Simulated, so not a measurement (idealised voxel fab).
process module | voxel ribs on slabs
Section shown: cut. Width: 165 nm. Cell size: 5 nm, square.
The cross-sections in this document take the form of a grid made of square cells. They are written out as bands, in order from top to bottom. Each band consists of one or more rows of cells.
Top height, bottom height, nm. Materials left to right, width each, nm. Single material + "throughout" = fills band edge to edge. "air" = empty.
It should be noted that heights are counted from 0, beneath which the wafer as supplied is of one material throughout, and that the lowest band possesses no lower boundary but continues downward, as written in "0 down".
The two numbers in a width such as "30 to 40" mark its ends across the band: the first belongs to the top row of cells, the second to the bottom row, and from each row to the next the width moves by the same amount.
"changes: none" after a step means that no cell of the cross-section changed.
For the entry "Encapsulated voids", the listed items are empty spaces with no open way to the top whose size is 8 cells or more; each item follows the pattern width x height at distance, where distance is from the left edge and all three are in nm.
Post-settings text on a step line: simulator's own remark regarding the step.
A step's line can hold "overlay nm"; with a mask on that step, the setting says how far right of the planned place the mask lay, while a negative setting says it lay to the left.

**Here's what the planned process steps look like**
1 RECEIVE with material Si
2 DIRECTIONAL_DEP with material SiO2, thk nm 25
3 DIRECTIONAL_DEP with material SiN, thk nm 15
4 MASKED_ETCH with tone cover, mask id RIB, width nm 25, etch materials SiN, depth nm 5, overlay nm 0
5 PATTERN with tone cover, mask id SLAB, material resist, width nm 55, thk nm 20, overlay nm 0
6 DIRECTIONAL_ETCH with etch materials SiN, depth nm 10
7 STRIP with etch materials resist
8 FILL_DEP with material SiO2, thk nm 15
9 CMP with height nm 50
10 DIRECTIONAL_DEP with material TiN, thk nm 5
11 PATTERN with tone cover, mask id HEATER, material resist, width nm 35, thk nm 20, overlay nm 0
12 DIRECTIONAL_ETCH with etch materials TiN, depth nm 5
13 STRIP with etch materials resist
14 CONFORMAL_DEP with material SiN, thk nm 10

**The first of the two wafers, which ran as planned**

**The cross-section here shows the wafer as received, i.e. in its state after step 1**
* 0 down = Si throughout
* Encapsulated voids: none

**Upon completion of step 2, the wafer appears in cross-section as shown**
* 25 to 0 = SiO2 throughout
* Nothing below the height 0 has changed.

**Upon completion of step 3, the wafer appears in cross-section as shown**
* 40 to 25 = SiN throughout
* Nothing below the height 25 has changed.

**Upon completion of step 4, the wafer appears in cross-section as shown**
* 40 to 35 = air=70 / SiN=25 / air=70
* Nothing below the height 35 has changed.

**Upon completion of step 5, the wafer appears in cross-section as shown**
* 60 to 40 = air=55 / resist=55 / air=55
* 40 to 35 = air=55 / resist=15 / SiN=25 / resist=15 / air=55
* Nothing below the height 35 has changed.

**Upon completion of step 6, the wafer appears in cross-section as shown**
* 60 to 40 = air=55 / resist=55 / air=55
* 40 to 35 = air=55 / resist=15 / SiN=25 / resist=15 / air=55
* 35 to 25 = air=55 / SiN=55 / air=55
* Nothing below the height 25 has changed.

**Upon completion of step 7, the wafer appears in cross-section as shown**
* 40 to 35 = air=70 / SiN=25 / air=70
* Nothing below the height 35 has changed.

**Upon completion of step 8, the wafer appears in cross-section as shown**
* 55 to 40 = SiO2 throughout
* 40 to 35 = SiO2=70 / SiN=25 / SiO2=70
* 35 to 25 = SiO2=55 / SiN=55 / SiO2=55
* Nothing below the height 25 has changed.

**Upon completion of step 9, the wafer appears in cross-section as shown**
* 50 to 40 = SiO2 throughout
* Nothing below the height 40 has changed.

**Upon completion of step 10, the wafer appears in cross-section as shown**
* 55 to 50 = TiN throughout
* Nothing below the height 50 has changed.

**Upon completion of step 11, the wafer appears in cross-section as shown**
* 75 to 55 = air=65 / resist=35 / air=65
* Nothing below the height 55 has changed.

**Upon completion of step 12, the wafer appears in cross-section as shown**
* 75 to 55 = air=65 / resist=35 / air=65
* 55 to 50 = air=65 / TiN=35 / air=65
* Nothing below the height 50 has changed.

**Upon completion of step 13, the wafer appears in cross-section as shown**
* 55 to 50 = air=65 / TiN=35 / air=65
* Nothing below the height 50 has changed.

**Upon completion of step 14, the wafer appears in cross-section as shown**
* 65 to 60 = air=55 / SiN=55 / air=55
* 60 to 55 = SiN throughout
* 55 to 50 = SiN=65 / TiN=35 / SiN=65
* Nothing below the height 50 has changed.

**Notes, second wafer: start = first wafer's, plan = first wafer's, execution had one mistake; history identical to first through step 9**

**Look at the second wafer in cross-section at the time step 10 ought to have finished**
* 55 to 40 = SiO2 throughout
* Nothing below the height 40 has changed.

**Look at the second wafer in cross-section at the time step 11 ought to have finished**
* 75 to 55 = air=65 / resist=35 / air=65
* Nothing below the height 55 has changed.

Look at the second wafer in cross-section at the time step 12 ought to have finished: changes: none

**Look at the second wafer in cross-section at the time step 13 ought to have finished**
* 55 to 40 = SiO2 throughout
* Nothing below the height 40 has changed.

**Look at the second wafer in cross-section at the time step 14 ought to have finished**
* 65 to 55 = SiN throughout
* Nothing below the height 55 has changed.
Plan not followed: step 10 deviated from plan and actually ran as DIRECTIONAL_DEP with material SiO2, thk nm 5
Upon completion, the second wafer contains, in terms of cells, a greater or smaller amount of certain materials than the first wafer: SiN -4 | SiO2 +33 | TiN -7
